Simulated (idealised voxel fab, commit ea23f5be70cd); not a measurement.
Name of the process module below: voxel wiring stack
Shown is cross-section cut, with a width of 205 nm and square cells of size 5 nm.
Think of the cross-section as a grid of square cells. We describe it in bands, top to bottom, and each band covers one or more rows of those cells.
The entry gives the band's vertical extent as a top height and a bottom height in nm, then its horizontal make-up as materials from left to right, each with a width in nm. "blank" stands for empty space; a single material marked "full width" fills the band edge to edge.
Ref level 0: as-received wafer is one material below here. Bottom band extends down with no lower bound ("top 0, no bottom").
Width spec "30->40" -> top row of cells at first value, bottom row at second value, equal per-row change in between.
"no change occurred" for a step: no cell of the cross-section changed in that step.
"Closed void register" specifies each empty space that is not open to the top and that occupies no fewer than 8 cells, using the form width x height at distance, the distance measured from the left edge and all three quantities in nm.
Post-settings text on a step line: simulator's own remark regarding the step.
Regarding "overlay nm": on a step with a mask, it is the distance the mask lay to the right of its planned place; a negative value places it to the left.
## Below is the list of planned process steps
1: RECEIVE: material Si
2: CONFORMAL_DEP: material SiO2, thk nm 10
3: DIRECTIONAL_DEP: material TiN, thk nm 5
4: DIRECTIONAL_DEP: material Ru, thk nm 25
5: PATTERN: tone cover, mask id METAL_1, material resist, width nm 30, pitch nm 50, thk nm 20, overlay nm 0
6: DIRECTIONAL_ETCH: etch materials Ru, depth nm 25
7: DIRECTIONAL_ETCH: etch materials TiN, depth nm 5
8: STRIP: etch materials resist
9: FILL_DEP: material SiO2, thk nm 10
10: CMP: height nm 40
11: CONFORMAL_DEP: material SiCN, thk nm 5
12: DIRECTIONAL_DEP: material SiO2, thk nm 15
13: MASKED_ETCH: tone open, mask id PLUG_1, width nm 15, pitch nm 50, etch materials SiO2, depth nm 15, overlay nm 0
14: MASKED_ETCH: tone open, mask id PLUG_1, width nm 15, pitch nm 50, etch materials SiCN, depth nm 5, overlay nm 0
15: CONFORMAL_DEP: material TiN, thk nm 5
16: FILL_DEP: material Cu, thk nm 5
17: CMP: height nm 60
18: CONFORMAL_DEP: material SiN, thk nm 5
19: DIRECTIONAL_DEP: material SiO2, thk nm 25
20: DIRECTIONAL_DEP: material aC, thk nm 10
21: PATTERN: tone open, mask id METAL_2, material resist, width nm 30, pitch nm 50, thk nm 25, overlay nm 0
22: DIRECTIONAL_ETCH: etch materials aC, depth nm 10
23: STRIP: etch materials resist
24: DIRECTIONAL_ETCH: etch materials SiO2, depth nm 25
25: DIRECTIONAL_ETCH: etch materials SiN, depth nm 5
26: STRIP: etch materials aC
27: CONFORMAL_DEP: material TiN, thk nm 5
28: FILL_DEP: material Cu, thk nm 5
29: CMP: height nm 90
30: CONFORMAL_DEP: material SiCN, thk nm 5
## Cross-section of the incoming wafer, state after step 1
    top 0, no bottom: Si full width
    Closed void register: none
## End-of-module cross-section of the first of two wafers, processed as planned
    top 95, bottom 90: SiCN full width
    top 90, bottom 65: SiO2: 35, then TiN: 5, then Cu: 20, then TiN: 5, then SiO2: 20, then TiN: 5, then Cu: 20, then TiN: 5, then SiO2: 20, then TiN: 5, then Cu: 20, then TiN: 5, then SiO2: 40
    top 65, bottom 60: SiN: 35, then TiN: 30, then SiN: 20, then TiN: 30, then SiN: 20, then TiN: 30, then SiN: 40
    top 60, bottom 45: SiO2: 35, then TiN: 5, then Cu: 5, then TiN: 5, then SiO2: 35, then TiN: 5, then Cu: 5, then TiN: 5, then SiO2: 35, then TiN: 5, then Cu: 5, then TiN: 5, then SiO2: 55
    top 45, bottom 40: SiCN: 35, then TiN: 15, then SiCN: 35, then TiN: 15, then SiCN: 35, then TiN: 15, then SiCN: 55
    top 40, bottom 15: SiO2: 35, then Ru: 30, then SiO2: 20, then Ru: 30, then SiO2: 20, then Ru: 30, then SiO2: 40
    top 15, bottom 10: SiO2: 35, then TiN: 30, then SiO2: 20, then TiN: 30, then SiO2: 20, then TiN: 30, then SiO2: 40
    top 10, bottom 0: SiO2 full width
    top 0, no bottom: Si full width
    Closed void register: none
## Second wafer through the module, sectioned at the end: same beginning and same plan as the first wafer, with one mistake in carrying it out
    top 95, bottom 90: SiCN full width
    top 90, bottom 65: Cu: 30, then TiN: 5, then SiO2: 30, then TiN: 5, then Cu: 10, then TiN: 5, then SiO2: 30, then TiN: 5, then Cu: 10, then TiN: 5, then SiO2: 30, then TiN: 5, then Cu: 35
    top 65, bottom 60: TiN: 35, then SiN: 30, then TiN: 20, then SiN: 30, then TiN: 20, then SiN: 30, then TiN: 40
    top 60, bottom 45: SiO2: 35, then TiN: 5, then Cu: 5, then TiN: 5, then SiO2: 35, then TiN: 5, then Cu: 5, then TiN: 5, then SiO2: 35, then TiN: 5, then Cu: 5, then TiN: 5, then SiO2: 55
    top 45, bottom 40: SiCN: 35, then TiN: 15, then SiCN: 35, then TiN: 15, then SiCN: 35, then TiN: 15, then SiCN: 55
    top 40, bottom 15: SiO2: 35, then Ru: 30, then SiO2: 20, then Ru: 30, then SiO2: 20, then Ru: 30, then SiO2: 40
    top 15, bottom 10: SiO2: 35, then TiN: 30, then SiO2: 20, then TiN: 30, then SiO2: 20, then TiN: 30, then SiO2: 40
    top 10, bottom 0: SiO2 full width
    top 0, no bottom: Si full width
    Closed void register: none
Misprocessing identified: step 21: run off-plan, actual operation and settings PATTERN: tone cover, mask id METAL_2, material resist, width nm 30, pitch nm 50, thk nm 25, overlay nm 0
Count the cells at the end and the second wafer has more or fewer of some materials than the first: Cu +25 | SiN -5 | SiO2 -25 | TiN +5
